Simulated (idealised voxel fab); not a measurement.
process module | voxel tone inversion
cross-section cut | 285 nm wide | cells 5 nm
A cross-section is a grid of square cells, given in bands from the top down. A band is one or more rows of cells.
Each band's line starts with the height of the band's top and of its bottom, in nm. Then come its materials from left to right, each with its width in nm. One material with "throughout" fills the band from edge to edge. "air" is empty space.
Height 0 is the level under which the wafer as received is all one material. The lowest band goes on downwards, as in "0 down".
A width such as "30 to 40" changes by the same amount from each row of cells to the next, from the band's top row to its bottom row.
"no change" after a step means that no cell of the cross-section changed.
closed voids: empty space of 8 cells or more with no open way to the top, each as width x height at its distance from the left edge, in nm
after a step's settings: what the simulator itself notes on the step
overlay nm, on a step with a mask: how far to the right of its planned place the mask lay; to the left if negative
plan
1 op RECEIVE | material Si
2 op CONFORMAL_DEP | material SiN | thk nm 10
3 op DIRECTIONAL_DEP | material aC | thk nm 15
4 op PATTERN | tone cover | mask id POSTS | material resist | width nm 20 | pitch nm 45 | thk nm 20 | overlay nm 0
5 op DIRECTIONAL_ETCH | etch materials aC | depth nm 15
6 op STRIP | etch materials resist
7 op FILL_DEP | material SiO2 | thk nm 10
8 op CMP | height nm 25
9 op STRIP | etch materials aC
as received, after step 1
  0 down: Si throughout
  closed voids: none
first wafer at the end, as planned
  25 to 10: SiO2 110 | air 20 | SiO2 25 | air 20 | SiO2 110
  10 to 0: SiN throughout
  0 down: Si throughout
  closed voids: none
second wafer at the end: like start, like plan, one mistake
  25 to 10: air 110 | SiO2 20 | air 25 | SiO2 20 | air 110
  10 to 0: SiN throughout
  0 down: Si throughout
  closed voids: none
what went wrong: step 4 ran as: op PATTERN | tone open | mask id POSTS | material resist | width nm 20 | pitch nm 45 | thk nm 20 | overlay nm 0
at the end the second wafer has, in cells: 123 fewer of SiO2
